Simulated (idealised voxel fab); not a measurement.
Module name: voxel self aligned contacts (process module)
Section shown: cut. Width: 255 nm. Cell size: 5 nm, square.
If you're reading a cross-section in this doc, picture square cells in a grid; it comes to you as bands, top ones listed first down to the bottom, and a band can be one or more rows of cells.
Each band's line starts with the height of the band's top and of its bottom, in nm. Then come its materials from left to right, each with its width in nm. One material with "everywhere" fills the band from edge to edge. "air" is empty space.
The level at which height equals 0 is the one under which the wafer, as it arrives, is entirely one material. No lower edge exists for the bottom band, which continues downward and is notated as in "z 0 and below".
When a width is written as two numbers, as in "30->40", the first number is the width in the top row of cells of the band and the second is the width in its bottom row, and the width changes by the same amount from each row to the next.
For the purposes of this document, the phrase "remains unaltered" attached to a step denotes that no cell within the cross-section was modified by that step.
Reported under the label "Trapped voids" are the empty spaces having no open way to the top and comprising 8 cells or more; the notation for each is width x height at distance, in which the distance is measured from the left edge and all three values are in nm.
Whatever follows a step's settings on its line is a remark the simulator itself makes about that step.
overlay nm: mask right of planned place by this much (step with mask). Neg. = left.
Steps planned for the process
1. RECEIVE with material Si
2. OXIDIZE with depth nm 5
3. DIRECTIONAL_DEP with material polySi, thk nm 30
4. DIRECTIONAL_DEP with material SiN, thk nm 25
5. DIRECTIONAL_DEP with material aC, thk nm 10
6. PATTERN with tone cover, mask id GATE, material resist, width nm 30, pitch nm 75, thk nm 30, overlay nm 0
7. DIRECTIONAL_ETCH with etch materials aC, depth nm 10
8. STRIP with etch materials resist
9. DIRECTIONAL_ETCH with etch materials SiN, depth nm 25
10. DIRECTIONAL_ETCH with etch materials polySi, depth nm 30
11. STRIP with etch materials aC
12. CONFORMAL_DEP with material SiN, thk nm 10
13. DIRECTIONAL_ETCH with etch materials SiN, depth nm 10
14. FILL_DEP with material SiO2, thk nm 15
15. CMP with height nm 60
16. MASKED_ETCH with tone open, mask id CONTACT, width nm 55, etch materials SiO2, depth nm 65, overlay nm 0
17. CONFORMAL_DEP with material TiN, thk nm 5
18. FILL_DEP with material W, thk nm 5
19. CMP with height nm 60
20. CONFORMAL_DEP with material SiCN, thk nm 5
Incoming wafer in cross-section (state: after step 1)
    z 0 and below: Si everywhere
    Trapped voids: none
A wafer at the end: this start, this plan, one mistake
    z 65 to 60: SiCN everywhere
    z 60 to 55: W: 60 | TiN: 40 | SiO2: 55 | TiN: 40 | W: 60
    z 55 to 30: W: 60 | TiN: 5 | SiN: 50 | SiO2: 25 | SiN: 50 | TiN: 5 | W: 60
    z 30 to 0: W: 60 | TiN: 5 | SiN: 10 | polySi: 30 | SiN: 10 | SiO2: 25 | SiN: 10 | polySi: 30 | SiN: 10 | TiN: 5 | W: 60
    z 0 to -5: TiN: 65 | SiO2: 125 | TiN: 65
    z -5 and below: Si everywhere
    Trapped voids: none
Here's what went sideways: step 16 did not use the planned setting and instead ran as MASKED_ETCH with tone cover, mask id CONTACT, width nm 55, etch materials SiO2, depth nm 65, overlay nm 0
